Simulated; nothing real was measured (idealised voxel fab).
Herein follows the process module entitled voxel tone inversion.
Section cut is 240 nm wide and gridded with 5 nm square cells.
Cross-section format: a grid of square cells, given as bands from top to bottom; each band is one or more rows of cells.
Read a band's entry like this: the first values are the height of its top and the height of its bottom in nm, and what follows is the sequence of materials from left to right, each with its width in nm. Note that "air" is empty space, and that a single material marked "full width" reaches across the band from edge to edge.
Beneath 0, the wafer as received is one material, and that level is where height counting begins. The lowest band goes on downward without a bottom; it is written like "0 nm and below".
Read "30 to 40" as a graded width: first number on top, second number at the bottom, same change between each pair of neighbouring rows.
"no alterations made" after a step means that no cell of the cross-section changed.
If an empty space has no open way to the top and is at least 8 cells in size, "Closed void inventory" lists it, written width x height at distance, where distance is measured from the left edge and every value is in nm.
What comes after the settings on a step's line is commentary from the simulator itself on that step.
The "overlay nm" setting may appear on a step's line; for a step that uses a mask, it gives how far to the right of its planned position the mask lay, and a negative value indicates the left.
**Planned step list for the process**
- 1: RECEIVE, material Si
- 2: CONFORMAL_DEP, material SiCN, thk nm 5
- 3: DIRECTIONAL_DEP, material polySi, thk nm 20
- 4: PATTERN, tone cover, mask id POSTS, material resist, width nm 25, pitch nm 55, thk nm 30, overlay nm 0
- 5: DIRECTIONAL_ETCH, etch materials polySi, depth nm 20
- 6: STRIP, etch materials resist
- 7: FILL_DEP, material lowk, thk nm 10
- 8: CMP, height nm 25
- 9: STRIP, etch materials polySi
**Delivered wafer in cross-section: state after step 1**
  0 nm and below  Si full width
  Closed void inventory: none
**Cross-sectional image of the first of two wafers at the end of the module, the run having proceeded as planned**
  25 nm to 5 nm  lowk 50 nm | air 25 nm | lowk 30 nm | air 25 nm | lowk 30 nm | air 25 nm | lowk 55 nm
  5 nm to 0 nm  SiCN full width
  0 nm and below  Si full width
  Closed void inventory: none
**What the second wafer looks like in cross-section once the module is done. Its start and its plan matched the first wafer's exactly; what differed was one mistake in how it was run**
  25 nm to 5 nm  air 50 nm | lowk 25 nm | air 30 nm | lowk 25 nm | air 30 nm | lowk 25 nm | air 55 nm
  5 nm to 0 nm  SiCN full width
  0 nm and below  Si full width
  Closed void inventory: none
Run error: the process deviated at step 4: the operation and settings actually run there were PATTERN, tone open, mask id POSTS, material resist, width nm 25, pitch nm 55, thk nm 30, overlay nm 0
Final comparison by cell count, materials where the second wafer has more or fewer than the first: lowk -72
